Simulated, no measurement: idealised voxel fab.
This section sets out a process module, namely voxel ribs on slabs.
Xsec cut, 220 nm wide, square cell size 5 nm.
For the purposes of this document, a cross-section shall be understood as a grid of square cells, specified as bands listed in top-to-bottom order, each band consisting of one or more rows of cells. Each band's line starts with the height of the band's top and of its bottom, in nm. Then come its materials from left to right, each with its width in nm. One material with "full width" fills the band from edge to edge. "air" is empty space. All heights in this document are referenced to 0, defined as the level beneath which the wafer, as received, consists entirely of one material. The lowest band is not bounded below; it extends indefinitely downward and is written in the form "from 0 down". A width such as "30->40" changes by the same amount from each row of cells to the next, from the band's top row to its bottom row. No cell of the cross-section changed in a step that is given as "remained the same". Voids not open to the top, 8 cells minimum: see "Closed void roster". Written width x height at distance; distance is from the left edge; nm. Heads up: the bit after the settings on a step's line is the simulator's remark on that step. A step line may carry the setting "overlay nm", which, for steps involving a mask, states the distance by which the mask lay to the right of its intended position; negative values denote displacement to the left.
-- List of planned process steps
step 1: RECEIVE, material Si
step 2: DIRECTIONAL_DEP, material SiO2, thk nm 20
step 3: DIRECTIONAL_DEP, material polySi, thk nm 20
step 4: PATTERN, tone cover, mask id RIB, material resist, width nm 20, thk nm 20, overlay nm 0
step 5: DIRECTIONAL_ETCH, etch materials polySi, depth nm 5
step 6: STRIP, etch materials resist
step 7: DIRECTIONAL_DEP, material aC, thk nm 10
step 8: PATTERN, tone cover, mask id SLAB, material resist, width nm 70, thk nm 30, overlay nm 0
step 9: DIRECTIONAL_ETCH, etch materials aC, depth nm 10
step 10: STRIP, etch materials resist
step 11: DIRECTIONAL_ETCH, etch materials polySi, depth nm 15
step 12: STRIP, etch materials aC
step 13: FILL_DEP, material SiO2, thk nm 20
step 14: CMP, height nm 55
step 15: DIRECTIONAL_DEP, material TiN, thk nm 10
step 16: PATTERN, tone cover, mask id HEATER, material resist, width nm 30, thk nm 15, overlay nm 0
step 17: DIRECTIONAL_ETCH, etch materials TiN, depth nm 10
step 18: STRIP, etch materials resist
step 19: CONFORMAL_DEP, material SiN, thk nm 5
-- Cross-section of the wafer at receipt, which is the condition after step 1
	from 0 down = Si full width
	Closed void roster: none
-- Look at the cross-section after the module: the wafer started out the way shown above and the plan was the one shown above, yet one mistake was made along the way
	from 70 to 65 = SiN full width
	from 65 to 55 = aC full width
	from 55 to 40 = SiO2 full width
	from 40 to 35 = SiO2 100 | polySi 20 | SiO2 100
	from 35 to 20 = SiO2 75 | polySi 70 | SiO2 75
	from 20 to 0 = SiO2 full width
	from 0 down = Si full width
	Closed void roster: none
what went wrong: step 15 was processed under conditions differing from the plan, specifically as DIRECTIONAL_DEP, material aC, thk nm 10
